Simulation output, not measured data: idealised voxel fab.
process module | voxel self aligned contacts
cross-section cut | 185 nm wide | cells 5 nm
A cross-section is a grid of square cells, given in bands from the top down. A band is one or more rows of cells.
Each band's line starts with the height of the band's top and of its bottom, in nm. Then come its materials from left to right, each with its width in nm. One material with "throughout" fills the band from edge to edge. "air" is empty space.
Height 0 is the level under which the wafer as received is all one material. The lowest band goes on downwards, as in "0 down".
A width such as "30 to 40" changes by the same amount from each row of cells to the next, from the band's top row to its bottom row.
"no change" after a step means that no cell of the cross-section changed.
closed voids: empty space of 8 cells or more with no open way to the top, each as width x height at its distance from the left edge, in nm
after a step's settings: what the simulator itself notes on the step
overlay nm, on a step with a mask: how far to the right of its planned place the mask lay; to the left if negative
plan
1 op RECEIVE | material Si
2 op CONFORMAL_DEP | material SiO2 | thk nm 5
3 op DIRECTIONAL_DEP | material polySi | thk nm 20
4 op DIRECTIONAL_DEP | material SiN | thk nm 15
5 op PATTERN | tone cover | mask id GATE | material resist | width nm 30 | pitch nm 60 | thk nm 15 | overlay nm 0
6 op DIRECTIONAL_ETCH | etch materials SiN | depth nm 15
7 op DIRECTIONAL_ETCH | etch materials polySi | depth nm 20
8 op STRIP | etch materials resist
9 op CONFORMAL_DEP | material SiN | thk nm 5
10 op DIRECTIONAL_ETCH | etch materials SiN | depth nm 5
11 op FILL_DEP | material SiO2 | thk nm 15
12 op CMP | height nm 45
13 op MASKED_ETCH | tone open | mask id CONTACT | width nm 40 | pitch nm 60 | etch materials SiO2 | depth nm 45 | overlay nm 0
14 op CONFORMAL_DEP | material TiN | thk nm 5
15 op FILL_DEP | material W | thk nm 5
16 op CMP | height nm 45
17 op CONFORMAL_DEP | material SiCN | thk nm 5
first wafer, as planned
as received, after step 1
  0 down: Si throughout
  closed voids: none
after step 2
  5 to 0: SiO2 throughout
  below 0: unchanged
after step 3
  25 to 5: polySi throughout
  below 5: unchanged
after step 4
  40 to 25: SiN throughout
  below 25: unchanged
after step 5
  55 to 40: air 15 | resist 30 | air 30 | resist 30 | air 30 | resist 30 | air 20
  below 40: unchanged
after step 6
  55 to 40: air 15 | resist 30 | air 30 | resist 30 | air 30 | resist 30 | air 20
  40 to 25: air 15 | SiN 30 | air 30 | SiN 30 | air 30 | SiN 30 | air 20
  below 25: unchanged
after step 7
  55 to 40: air 15 | resist 30 | air 30 | resist 30 | air 30 | resist 30 | air 20
  40 to 25: air 15 | SiN 30 | air 30 | SiN 30 | air 30 | SiN 30 | air 20
  25 to 5: air 15 | polySi 30 | air 30 | polySi 30 | air 30 | polySi 30 | air 20
  below 5: unchanged
after step 8
  40 to 25: air 15 | SiN 30 | air 30 | SiN 30 | air 30 | SiN 30 | air 20
  below 25: unchanged
after step 9
  45 to 25: air 10 | SiN 40 | air 20 | SiN 40 | air 20 | SiN 40 | air 15
  25 to 10: air 10 | SiN 5 | polySi 30 | SiN 5 | air 20 | SiN 5 | polySi 30 | SiN 5 | air 20 | SiN 5 | polySi 30 | SiN 5 | air 15
  10 to 5: SiN 15 | polySi 30 | SiN 30 | polySi 30 | SiN 30 | polySi 30 | SiN 20
  below 5: unchanged
after step 10
  40 to 25: air 10 | SiN 40 | air 20 | SiN 40 | air 20 | SiN 40 | air 15
  25 to 5: air 10 | SiN 5 | polySi 30 | SiN 5 | air 20 | SiN 5 | polySi 30 | SiN 5 | air 20 | SiN 5 | polySi 30 | SiN 5 | air 15
  below 5: unchanged
after step 11
  55 to 40: SiO2 throughout
  40 to 25: SiO2 10 | SiN 40 | SiO2 20 | SiN 40 | SiO2 20 | SiN 40 | SiO2 15
  25 to 5: SiO2 10 | SiN 5 | polySi 30 | SiN 5 | SiO2 20 | SiN 5 | polySi 30 | SiN 5 | SiO2 20 | SiN 5 | polySi 30 | SiN 5 | SiO2 15
  below 5: unchanged
after step 12
  45 to 40: SiO2 throughout
  below 40: unchanged
after step 13
  45 to 40: SiO2 40 | air 40 | SiO2 20 | air 40 | SiO2 45
  40 to 25: SiO2 10 | SiN 40 | air 20 | SiN 40 | air 20 | SiN 40 | SiO2 15
  25 to 5: SiO2 10 | SiN 5 | polySi 30 | SiN 5 | air 20 | SiN 5 | polySi 30 | SiN 5 | air 20 | SiN 5 | polySi 30 | SiN 5 | SiO2 15
  5 to 0: SiO2 50 | air 20 | SiO2 40 | air 20 | SiO2 55
  below 0: unchanged
after step 14
  50 to 45: TiN 45 | air 30 | TiN 30 | air 30 | TiN 50
  45 to 40: SiO2 40 | TiN 15 | air 10 | TiN 15 | SiO2 20 | TiN 15 | air 10 | TiN 15 | SiO2 45
  40 to 25: SiO2 10 | SiN 40 | TiN 5 | air 10 | TiN 5 | SiN 40 | TiN 5 | air 10 | TiN 5 | SiN 40 | SiO2 15
  25 to 5: SiO2 10 | SiN 5 | polySi 30 | SiN 5 | TiN 5 | air 10 | TiN 5 | SiN 5 | polySi 30 | SiN 5 | TiN 5 | air 10 | TiN 5 | SiN 5 | polySi 30 | SiN 5 | SiO2 15
  5 to 0: SiO2 50 | TiN 20 | SiO2 40 | TiN 20 | SiO2 55
  below 0: unchanged
after step 15
  55 to 50: W throughout
  50 to 45: TiN 45 | W 30 | TiN 30 | W 30 | TiN 50
  45 to 40: SiO2 40 | TiN 15 | W 10 | TiN 15 | SiO2 20 | TiN 15 | W 10 | TiN 15 | SiO2 45
  40 to 25: SiO2 10 | SiN 40 | TiN 5 | W 10 | TiN 5 | SiN 40 | TiN 5 | W 10 | TiN 5 | SiN 40 | SiO2 15
  25 to 5: SiO2 10 | SiN 5 | polySi 30 | SiN 5 | TiN 5 | W 10 | TiN 5 | SiN 5 | polySi 30 | SiN 5 | TiN 5 | W 10 | TiN 5 | SiN 5 | polySi 30 | SiN 5 | SiO2 15
  below 5: unchanged
after step 16
  45 to 40: SiO2 40 | TiN 15 | W 10 | TiN 15 | SiO2 20 | TiN 15 | W 10 | TiN 15 | SiO2 45
  below 40: unchanged
after step 17
  50 to 45: SiCN throughout
  below 45: unchanged
second wafer: like start, like plan, one mistake. Through step 8 it matches the first wafer
when step 9 should have ended
  45 to 40: air 10 | polySi 40 | air 20 | polySi 40 | air 20 | polySi 40 | air 15
  40 to 25: air 10 | polySi 5 | SiN 30 | polySi 5 | air 20 | polySi 5 | SiN 30 | polySi 5 | air 20 | polySi 5 | SiN 30 | polySi 5 | air 15
  25 to 10: air 10 | polySi 40 | air 20 | polySi 40 | air 20 | polySi 40 | air 15
  10 to 5: polySi throughout
  below 5: unchanged
when step 10 should have ended: no change
when step 11 should have ended
  60 to 45: SiO2 throughout
  45 to 40: SiO2 10 | polySi 40 | SiO2 20 | polySi 40 | SiO2 20 | polySi 40 | SiO2 15
  40 to 25: SiO2 10 | polySi 5 | SiN 30 | polySi 5 | SiO2 20 | polySi 5 | SiN 30 | polySi 5 | SiO2 20 | polySi 5 | SiN 30 | polySi 5 | SiO2 15
  25 to 10: SiO2 10 | polySi 40 | SiO2 20 | polySi 40 | SiO2 20 | polySi 40 | SiO2 15
  below 10: unchanged
when step 12 should have ended
  45 to 40: SiO2 10 | polySi 40 | SiO2 20 | polySi 40 | SiO2 20 | polySi 40 | SiO2 15
  below 40: unchanged
when step 13 should have ended
  45 to 40: SiO2 10 | polySi 40 | air 20 | polySi 40 | air 20 | polySi 40 | SiO2 15
  40 to 25: SiO2 10 | polySi 5 | SiN 30 | polySi 5 | air 20 | polySi 5 | SiN 30 | polySi 5 | air 20 | polySi 5 | SiN 30 | polySi 5 | SiO2 15
  25 to 10: SiO2 10 | polySi 40 | air 20 | polySi 40 | air 20 | polySi 40 | SiO2 15
  below 10: unchanged
when step 14 should have ended
  50 to 45: TiN 55 | air 10 | TiN 50 | air 10 | TiN 60
  45 to 40: SiO2 10 | polySi 40 | TiN 5 | air 10 | TiN 5 | polySi 40 | TiN 5 | air 10 | TiN 5 | polySi 40 | SiO2 15
  40 to 25: SiO2 10 | polySi 5 | SiN 30 | polySi 5 | TiN 5 | air 10 | TiN 5 | polySi 5 | SiN 30 | polySi 5 | TiN 5 | air 10 | TiN 5 | polySi 5 | SiN 30 | polySi 5 | SiO2 15
  25 to 15: SiO2 10 | polySi 40 | TiN 5 | air 10 | TiN 5 | polySi 40 | TiN 5 | air 10 | TiN 5 | polySi 40 | SiO2 15
  15 to 10: SiO2 10 | polySi 40 | TiN 20 | polySi 40 | TiN 20 | polySi 40 | SiO2 15
  below 10: unchanged
when step 15 should have ended
  55 to 50: W throughout
  50 to 45: TiN 55 | W 10 | TiN 50 | W 10 | TiN 60
  45 to 40: SiO2 10 | polySi 40 | TiN 5 | W 10 | TiN 5 | polySi 40 | TiN 5 | W 10 | TiN 5 | polySi 40 | SiO2 15
  40 to 25: SiO2 10 | polySi 5 | SiN 30 | polySi 5 | TiN 5 | W 10 | TiN 5 | polySi 5 | SiN 30 | polySi 5 | TiN 5 | W 10 | TiN 5 | polySi 5 | SiN 30 | polySi 5 | SiO2 15
  25 to 15: SiO2 10 | polySi 40 | TiN 5 | W 10 | TiN 5 | polySi 40 | TiN 5 | W 10 | TiN 5 | polySi 40 | SiO2 15
  below 15: unchanged
when step 16 should have ended
  45 to 40: SiO2 10 | polySi 40 | TiN 5 | W 10 | TiN 5 | polySi 40 | TiN 5 | W 10 | TiN 5 | polySi 40 | SiO2 15
  below 40: unchanged
when step 17 should have ended
  50 to 45: SiCN throughout
  below 45: unchanged
what went wrong: step 9 ran as: op CONFORMAL_DEP | material polySi | thk nm 5
at the end the second wafer has, in cells: 42 fewer of SiN | 13 fewer of SiO2 | 16 fewer of TiN | 8 fewer of W | 79 more of polySi
